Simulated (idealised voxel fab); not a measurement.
Process module heading - voxel self aligned vias
Xsec cut, 180 nm wide, square cell size 5 nm.
This document writes a cross-section as a grid whose cells are square, and gives it as bands, listed from the top down; one or more rows of cells form a band. First you get the band's top height and its bottom height, in nm, and then the materials it's made of, left to right, with each width in nm. If you see a single material with "all across", that one covers the band edge to edge. "blank" is empty space. Below 0: as-received wafer, all one material; heights counted from there. Lowest band: no bottom, goes on down, written "0 -> down". Per-row width for "30->40": begins at first number (top row of band), ends at second number (bottom row), increment between rows held constant. Where the words "nothing was modified" appear for a step, the cross-section shows no cell changed by that step; every cell remained as before. Entry "Enclosed voids". Content: empty spaces with no open connection to the top, size 8 cells or greater. Each: width x height at distance. Distance: from left edge. Unit: nm. The remark found on a step's line after its settings is issued by the simulator itself and pertains to that step. "overlay nm" on a masked step: distance the mask lay right of its planned place, negative for left.
-- Here's what the planned process steps look like
step 1: op RECEIVE | material Si
step 2: op CONFORMAL_DEP | material SiO2 | thk nm 15
step 3: op CONFORMAL_DEP | material SiCN | thk nm 5
step 4: op DIRECTIONAL_DEP | material lowk | thk nm 25
step 5: op DIRECTIONAL_DEP | material aC | thk nm 10
step 6: op PATTERN | tone open | mask id LINES | material resist | width nm 20 | pitch nm 55 | thk nm 25 | overlay nm 0
step 7: op DIRECTIONAL_ETCH | etch materials aC | depth nm 10
step 8: op STRIP | etch materials resist
step 9: op DIRECTIONAL_ETCH | etch materials lowk | depth nm 25
step 10: op STRIP | etch materials aC
step 11: op CONFORMAL_DEP | material TiN | thk nm 5
step 12: op FILL_DEP | material Ru | thk nm 5
step 13: op CMP | height nm 35
step 14: op SELECTIVE_ETCH | etch materials W Ru TiN | depth nm 5
step 15: op FILL_DEP | material SiN | thk nm 10
step 16: op CMP | height nm 45
step 17: op DIRECTIONAL_DEP | material lowk | thk nm 15
step 18: op PATTERN | tone open | mask id VIAS | material resist | width nm 40 | pitch nm 55 | thk nm 15 | overlay nm 0
step 19: op DIRECTIONAL_ETCH | etch materials lowk | depth nm 15
step 20: op DIRECTIONAL_ETCH | etch materials SiN | depth nm 5
step 21: op STRIP | etch materials resist
step 22: op CONFORMAL_DEP | material TiN | thk nm 5
step 23: op FILL_DEP | material W | thk nm 10
step 24: op CMP | height nm 60
step 25: op CONFORMAL_DEP | material SiN | thk nm 5
What sets these wafers apart? The height nm at step 13. They all start alike, and the plan carries the first wafer's value.
-- First of several wafers (as received, post step 1), cross-sectional view
* 0 -> down = Si all across
* Enclosed voids: none
-- Where each wafer stands at the end of the module, a row apiece: cells of each material gained (+) or lost (-) since it was received, then closed voids
height nm 35, +6 Ru, +36 SiCN, +96 SiN, +108 SiO2, +60 TiN, +54 W, +108 lowk, Enclosed voids: none
height nm 40, +12 Ru, +36 SiCN, +60 SiN, +108 SiO2, +66 TiN, +54 W, +132 lowk, Enclosed voids: none
height nm 45, +18 Ru, +36 SiCN, +36 SiN, +108 SiO2, +72 TiN, +42 W, +156 lowk, Enclosed voids: none
height nm 50, +24 Ru, +36 SiCN, +36 SiN, +108 SiO2, +72 TiN, +36 W, +156 lowk, Enclosed voids: none
height nm 55, +24 Ru, +36 SiCN, +36 SiN, +108 SiO2, +72 TiN, +36 W, +156 lowk, Enclosed voids: none
